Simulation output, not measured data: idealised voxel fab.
Name of the process module below: voxel self aligned vias
Section cut is 235 nm wide and gridded with 5 nm square cells.
When this document writes out a cross-section, it uses a grid of square cells and lists it as bands, beginning at the top and moving down, with a band standing for one or more rows of cells.
Band: top height; bottom height; in nm. Then, left to right: material with width in nm, for each material. "edge to edge": a single material spanning edge to edge. "empty": empty space.
Basically, 0 is our baseline, since under it the wafer straight out of the box is all one material. The bottom band has no lower end and keeps on going down, so it looks like "from 0 down".
Width spec "30 to 40" -> top row of cells at first value, bottom row at second value, equal per-row change in between.
Where a step carries "no modifications", the cross-section came out of it unchanged, cell for cell.
Look at "Unvented internal voids" for the closed voids: empty spaces with no open path to the top, sized 8 cells or up. Each is width x height at distance, distance from the left edge, all nm.
On each step's line, the part that comes after the settings is the simulator's own comment on the step.
For masked steps, "overlay nm" on the step line gives how far right of plan the mask actually lay; a minus sign means it lay to the left.
Planned process steps
1. RECEIVE,material Si
2. CONFORMAL_DEP,material SiO2,thk nm 15
3. CONFORMAL_DEP,material SiCN,thk nm 5
4. DIRECTIONAL_DEP,material SiO2,thk nm 30
5. DIRECTIONAL_DEP,material aC,thk nm 15
6. PATTERN,tone open,mask id LINES,material resist,width nm 25,pitch nm 60,thk nm 30,overlay nm 0
7. DIRECTIONAL_ETCH,etch materials aC,depth nm 15
8. STRIP,etch materials resist
9. DIRECTIONAL_ETCH,etch materials SiO2,depth nm 30
10. STRIP,etch materials aC
11. CONFORMAL_DEP,material TiN,thk nm 5
12. FILL_DEP,material W,thk nm 10
13. CMP,height nm 50
14. SELECTIVE_ETCH,etch materials W Ru TiN,depth nm 10
15. FILL_DEP,material SiN,thk nm 10
16. CMP,height nm 50
17. DIRECTIONAL_DEP,material SiO2,thk nm 15
18. MASKED_ETCH,tone open,mask id VIAS,width nm 45,etch materials SiO2,depth nm 15,overlay nm 0
19. MASKED_ETCH,tone open,mask id VIAS,width nm 45,etch materials SiN,depth nm 10,overlay nm 0
20. CONFORMAL_DEP,material TiN,thk nm 5
21. FILL_DEP,material Ru,thk nm 5
22. CMP,height nm 65
23. CONFORMAL_DEP,material SiN,thk nm 5
Incoming wafer in cross-section (state: after step 1)
	from 0 down | Si edge to edge
	Unvented internal voids: none
Module complete - cross-section of the first of two wafers, run according to plan
	from 70 to 65 | SiN edge to edge
	from 65 to 55 | 65 SiO2, 5 TiN, 35 Ru, 5 TiN, 125 SiO2
	from 55 to 50 | 65 SiO2, 15 TiN, 15 Ru, 15 TiN, 125 SiO2
	from 50 to 45 | 75 SiO2, 5 TiN, 15 Ru, 5 TiN, 35 SiO2, 25 SiN, 75 SiO2
	from 45 to 40 | 75 SiO2, 25 TiN, 35 SiO2, 25 SiN, 75 SiO2
	from 40 to 25 | 75 SiO2, 5 TiN, 15 W, 5 TiN, 35 SiO2, 5 TiN, 15 W, 5 TiN, 75 SiO2
	from 25 to 20 | 75 SiO2, 25 TiN, 35 SiO2, 25 TiN, 75 SiO2
	from 20 to 15 | SiCN edge to edge
	from 15 to 0 | SiO2 edge to edge
	from 0 down | Si edge to edge
	Unvented internal voids: none
End-of-module cross-section of the second wafer: identical starting point and process plan to the first, with one processing mistake
	from 70 to 65 | SiN edge to edge
	from 65 to 55 | 65 SiO2, 5 TiN, 35 Ru, 5 TiN, 125 SiO2
	from 55 to 50 | 65 SiO2, 20 TiN, 15 Ru, 10 TiN, 125 SiO2
	from 50 to 45 | 80 SiO2, 5 TiN, 15 Ru, 5 TiN, 35 SiO2, 25 SiN, 70 SiO2
	from 45 to 40 | 80 SiO2, 25 TiN, 35 SiO2, 25 SiN, 70 SiO2
	from 40 to 25 | 80 SiO2, 5 TiN, 15 W, 5 TiN, 35 SiO2, 5 TiN, 15 W, 5 TiN, 70 SiO2
	from 25 to 20 | 80 SiO2, 25 TiN, 35 SiO2, 25 TiN, 70 SiO2
	from 20 to 15 | SiCN edge to edge
	from 15 to 0 | SiO2 edge to edge
	from 0 down | Si edge to edge
	Unvented internal voids: none
Plan not followed: step 6 did not use the planned setting and instead ran as PATTERN,tone open,mask id LINES,material resist,width nm 25,pitch nm 60,thk nm 30,overlay nm 5
So at the finish, the second wafer's got exactly as many cells of each material as the first, just not in the same spots.
